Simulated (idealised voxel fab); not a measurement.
Process module under the name voxel capacitor over wiring
Pictured: cross-section cut, 235 nm wide, on a grid of 5 nm square cells.
In this document a cross-section is written as a grid of square cells. It is given as a series of bands, listed from the top down, and a band is one or more rows of cells.
For a band, the entry starts with two heights in nm, that of the top and then that of the bottom, and carries on with the band's materials in order from left to right, each alongside its width in nm; the word "edge to edge" beside a single material means it fills the band edge to edge, and "blank" means empty space.
Counting heights begins at 0, where everything beneath is, in the wafer as received, one material. The lowest band has no bottom; it goes on downwards, as "top 0, no bottom" shows.
A two-number width, for instance "30->40", indicates that the width is equal to the first number in the top row of the band and to the second number in the bottom row, and that it changes by a constant amount per row of cells.
Step marked "stayed the same"? Then no cell in the cross-section changed in it.
"Non-vented voids" means: voids of 8 cells or more that are shut off from the top with no open way through. Written width x height at distance, distance from the left edge, in nm.
Where a step's line continues beyond its settings, the continuation is a remark by the simulator itself on that step.
overlay nm: mask right of planned place by this much (step with mask). Neg. = left.
Planned process steps:
1. op RECEIVE | material Si
2. op CONFORMAL_DEP | material SiO2 | thk nm 10
3. op DIRECTIONAL_DEP | material TiN | thk nm 5
4. op DIRECTIONAL_DEP | material Ru | thk nm 25
5. op MASKED_ETCH | tone cover | mask id METAL_1 | width nm 30 | pitch nm 95 | etch materials Ru | depth nm 25 | overlay nm 0
6. op MASKED_ETCH | tone cover | mask id METAL_1 | width nm 30 | pitch nm 95 | etch materials TiN | depth nm 5 | overlay nm 0
7. op CONFORMAL_DEP | material SiCN | thk nm 5
8. op FILL_DEP | material SiO2 | thk nm 5
9. op CMP | height nm 40
10. op CONFORMAL_DEP | material SiCN | thk nm 5
11. op DIRECTIONAL_DEP | material SiO2 | thk nm 20
12. op PATTERN | tone open | mask id PLUG_1 | material resist | width nm 15 | thk nm 20 | overlay nm 0
13. op DIRECTIONAL_ETCH | etch materials SiO2 | depth nm 20
14. op DIRECTIONAL_ETCH | etch materials SiCN | depth nm 5
15. op STRIP | etch materials resist
16. op CONFORMAL_DEP | material TiN | thk nm 5
17. op FILL_DEP | material W | thk nm 10
18. op CMP | height nm 65
19. op DIRECTIONAL_DEP | material TiN | thk nm 10
20. op DIRECTIONAL_DEP | material Al2O3 | thk nm 5
21. op DIRECTIONAL_DEP | material TiN | thk nm 10
22. op MASKED_ETCH | tone cover | mask id UPPER_PLATE | width nm 70 | etch materials TiN | depth nm 10 | overlay nm 0
23. op MASKED_ETCH | tone cover | mask id UPPER_PLATE | width nm 70 | etch materials Al2O3 | depth nm 5 | overlay nm 0
24. op MASKED_ETCH | tone cover | mask id LOWER_PLATE | width nm 80 | etch materials TiN | depth nm 10 | overlay nm 0
25. op FILL_DEP | material SiO2 | thk nm 20
26. op CMP | height nm 105
27. op DIRECTIONAL_DEP | material aC | thk nm 10
28. op PATTERN | tone open | mask id PLUG_2 | material resist | width nm 15 | thk nm 30 | overlay nm 0
29. op DIRECTIONAL_ETCH | etch materials aC | depth nm 10
30. op STRIP | etch materials resist
31. op DIRECTIONAL_ETCH | etch materials SiO2 | depth nm 15
32. op STRIP | etch materials aC
33. op CONFORMAL_DEP | material TiN | thk nm 5
34. op FILL_DEP | material Ru | thk nm 5
35. op CMP | height nm 105
36. op CONFORMAL_DEP | material SiCN | thk nm 5
Cross-section of the wafer upon arrival, representing the state reached after step 1:
    top 0, no bottom | Si edge to edge
    Non-vented voids: none
What the wafer looks like in cross-section after this module, when it starts as shown above and follows the plan above but one mistake is made in running it:
    top 110, bottom 105 | SiCN edge to edge
    top 105, bottom 95 | SiO2 (80), then TiN (5), then Ru (5), then TiN (5), then SiO2 (140)
    top 95, bottom 90 | SiO2 (80), then TiN (15), then SiO2 (140)
    top 90, bottom 80 | SiO2 (70), then TiN (70), then SiO2 (95)
    top 80, bottom 75 | SiO2 (70), then Al2O3 (70), then SiO2 (95)
    top 75, bottom 65 | SiO2 (65), then TiN (80), then SiO2 (90)
    top 65, bottom 45 | SiO2 (70), then TiN (5), then W (5), then TiN (5), then SiO2 (150)
    top 45, bottom 40 | SiCN (70), then TiN (15), then SiCN (150)
    top 40, bottom 20 | Ru (55), then SiCN (5), then SiO2 (20), then SiCN (5), then Ru (65), then SiCN (5), then SiO2 (20), then SiCN (5), then Ru (55)
    top 20, bottom 15 | Ru (55), then SiCN (30), then Ru (65), then SiCN (30), then Ru (55)
    top 15, bottom 10 | TiN edge to edge
    top 10, bottom 0 | SiO2 edge to edge
    top 0, no bottom | Si edge to edge
    Non-vented voids: none
So what did we get wrong on this run? step 5 ran as: op MASKED_ETCH | tone open | mask id METAL_1 | width nm 30 | pitch nm 95 | etch materials Ru | depth nm 25 | overlay nm 0
